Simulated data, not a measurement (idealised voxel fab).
This section sets out a process module, namely voxel gate over fins.
cross-section cut | 250 nm wide | cells 5 nm
Format of a cross-section: grid, square cells. Given as bands. Order: top down. Band: one or more rows of cells.
For a band, the entry starts with two heights in nm, that of the top and then that of the bottom, and carries on with the band's materials in order from left to right, each alongside its width in nm; the word "full width" beside a single material means it fills the band edge to edge, and "air" means empty space.
Height is counted from the level 0, under which the received wafer is composed throughout of one material. The lowest of the bands is not closed at the bottom but continues downward, in the notation "top 0, no bottom".
Width "30 to 40": first value at the band's top row of cells, second value at its bottom row, equal change from row to row.
"remains unaltered" (step): cross-section cells unchanged, all of them.
The list in "Encapsulated voids" covers empty spaces of 8 cells or more that cannot reach the top through any open way, and it gives each as width x height at distance; the distance is from the left edge, and width, height and distance are in nm.
Formally, on a step line, whatever follows the settings is a remark that the simulator itself makes on the step.
overlay nm: how far to the right of its planned place the mask lay on this masked step (negative: to the left).
THE PROCESS STEPS THAT WERE PLANNED ARE LISTED BELOW
1 RECEIVE, material Si
2 CONFORMAL_DEP, material SiN, thk nm 5
3 PATTERN, tone cover, mask id FINS, material resist, width nm 15, pitch nm 50, thk nm 20, overlay nm 0
4 DIRECTIONAL_ETCH, etch materials SiN, depth nm 5
5 DIRECTIONAL_ETCH, etch materials Si, depth nm 35
6 STRIP, etch materials resist
7 OXIDIZE, depth nm 5
8 FILL_DEP, material SiO2, thk nm 15
9 CMP, height nm 5
10 PATTERN, tone open, mask id RAIL, material resist, width nm 15, thk nm 20, overlay nm 0
11 DIRECTIONAL_ETCH, etch materials SiO2, depth nm 35
12 STRIP, etch materials resist
13 CONFORMAL_DEP, material TiN, thk nm 5
14 FILL_DEP, material W, thk nm 5
15 CMP, height nm 5
16 SELECTIVE_ETCH, etch materials W Ru TiN, depth nm 25
17 FILL_DEP, material SiO2, thk nm 5
18 CMP, height nm 5
19 SELECTIVE_ETCH, etch materials SiO2, depth nm 20
20 STRIP, etch materials SiN
21 CONFORMAL_DEP, material HfO2, thk nm 5
22 CONFORMAL_DEP, material TiN, thk nm 5
23 FILL_DEP, material W, thk nm 10
24 CMP, height nm 15
25 CONFORMAL_DEP, material SiN, thk nm 5
It is noted that the wafers described herein are identical at the outset and are distinguished by the width nm of step 10; the value stated in the plan corresponds to the first wafer.
THIS IS HOW THE FIRST OF SEVERAL WAFERS LOOKED IN CROSS-SECTION WHEN IT ARRIVED, WHICH IS AFTER STEP 1
	top 0, no bottom  Si full width
	Encapsulated voids: none
CROSS-SECTION AFTER STEP 25, THE FINAL STEP OF THE MODULE, FOR THE FIRST OF SEVERAL WAFERS
	top 20, bottom 15  SiN full width
	top 15, bottom 10  W full width
	top 10, bottom 5  W 60 nm, TiN 25 nm, W 25 nm, TiN 25 nm, W 25 nm, TiN 25 nm, W 65 nm
	top 5, bottom 0  W 60 nm, TiN 5 nm, HfO2 15 nm, TiN 5 nm, W 25 nm, TiN 5 nm, HfO2 15 nm, TiN 5 nm, W 25 nm, TiN 5 nm, HfO2 15 nm, TiN 5 nm, W 65 nm
	top 0, bottom -5  W 60 nm, TiN 5 nm, HfO2 5 nm, Si 5 nm, HfO2 5 nm, TiN 5 nm, W 25 nm, TiN 5 nm, HfO2 5 nm, Si 5 nm, HfO2 5 nm, TiN 5 nm, W 25 nm, TiN 5 nm, HfO2 5 nm, Si 5 nm, HfO2 5 nm, TiN 5 nm, W 65 nm
	top -5, bottom -10  TiN 65 nm, HfO2 5 nm, Si 5 nm, HfO2 5 nm, TiN 35 nm, HfO2 5 nm, Si 5 nm, HfO2 5 nm, TiN 35 nm, HfO2 5 nm, Si 5 nm, HfO2 5 nm, TiN 70 nm
	top -10, bottom -15  HfO2 70 nm, Si 5 nm, HfO2 45 nm, Si 5 nm, HfO2 45 nm, Si 5 nm, HfO2 75 nm
	top -15, bottom -20  SiO2 70 nm, Si 5 nm, SiO2 45 nm, Si 5 nm, SiO2 45 nm, Si 5 nm, SiO2 75 nm
	top -20, bottom -25  SiO2 70 nm, Si 5 nm, SiO2 15 nm, TiN 5 nm, W 5 nm, TiN 5 nm, SiO2 15 nm, Si 5 nm, SiO2 45 nm, Si 5 nm, SiO2 75 nm
	top -25, bottom -30  SiO2 70 nm, Si 5 nm, SiO2 15 nm, TiN 15 nm, SiO2 15 nm, Si 5 nm, SiO2 45 nm, Si 5 nm, SiO2 75 nm
	top -30, bottom -40  SiO2 70 nm, Si 5 nm, SiO2 45 nm, Si 5 nm, SiO2 45 nm, Si 5 nm, SiO2 75 nm
	top -40, no bottom  Si full width
	Encapsulated voids: none
A CROSS-SECTION THROUGH THE LAST WAFER AT THE CLOSE OF THE MODULE
	top 20, bottom 15  SiN full width
	top 15, bottom 10  W full width
	top 10, bottom 5  W 60 nm, TiN 25 nm, W 25 nm, TiN 25 nm, W 25 nm, TiN 25 nm, W 65 nm
	top 5, bottom 0  W 60 nm, TiN 5 nm, HfO2 15 nm, TiN 5 nm, W 25 nm, TiN 5 nm, HfO2 15 nm, TiN 5 nm, W 25 nm, TiN 5 nm, HfO2 15 nm, TiN 5 nm, W 65 nm
	top 0, bottom -5  W 60 nm, TiN 5 nm, HfO2 5 nm, Si 5 nm, HfO2 5 nm, TiN 5 nm, W 25 nm, TiN 5 nm, HfO2 5 nm, Si 5 nm, HfO2 5 nm, TiN 5 nm, W 25 nm, TiN 5 nm, HfO2 5 nm, Si 5 nm, HfO2 5 nm, TiN 5 nm, W 65 nm
	top -5, bottom -10  TiN 65 nm, HfO2 5 nm, Si 5 nm, HfO2 5 nm, TiN 35 nm, HfO2 5 nm, Si 5 nm, HfO2 5 nm, TiN 35 nm, HfO2 5 nm, Si 5 nm, HfO2 5 nm, TiN 70 nm
	top -10, bottom -15  HfO2 70 nm, Si 5 nm, HfO2 45 nm, Si 5 nm, HfO2 45 nm, Si 5 nm, HfO2 75 nm
	top -15, bottom -20  SiO2 70 nm, Si 5 nm, SiO2 45 nm, Si 5 nm, SiO2 45 nm, Si 5 nm, SiO2 75 nm
	top -20, bottom -25  SiO2 70 nm, Si 5 nm, SiO2 10 nm, TiN 5 nm, W 20 nm, TiN 5 nm, SiO2 5 nm, Si 5 nm, SiO2 45 nm, Si 5 nm, SiO2 75 nm
	top -25, bottom -30  SiO2 70 nm, Si 5 nm, SiO2 10 nm, TiN 30 nm, SiO2 5 nm, Si 5 nm, SiO2 45 nm, Si 5 nm, SiO2 75 nm
	top -30, bottom -40  SiO2 70 nm, Si 5 nm, SiO2 45 nm, Si 5 nm, SiO2 45 nm, Si 5 nm, SiO2 75 nm
	top -40, no bottom  Si full width
	Encapsulated voids: none
THE ROWS OF THE TABLE BELOW ARE WAFERS. LOOKING AT THE END OF THE MODULE, A ROW COUNTS, FOR EVERY MATERIAL, THE CELLS THE WAFER HAS GAINED, SHOWN AS (+), OR LOST, SHOWN AS (-), SINCE IT WAS RECEIVED; ITS CLOSED VOIDS COME NEXT
width nm 15; +68 HfO2; -376 Si; +50 SiN; +229 SiO2; +73 TiN; +156 W; Encapsulated voids: none
width nm 20; +68 HfO2; -376 Si; +50 SiN; +227 SiO2; +74 TiN; +157 W; Encapsulated voids: none
width nm 25; +68 HfO2; -376 Si; +50 SiN; +225 SiO2; +75 TiN; +158 W; Encapsulated voids: none
width nm 30; +68 HfO2; -376 Si; +50 SiN; +223 SiO2; +76 TiN; +159 W; Encapsulated voids: none
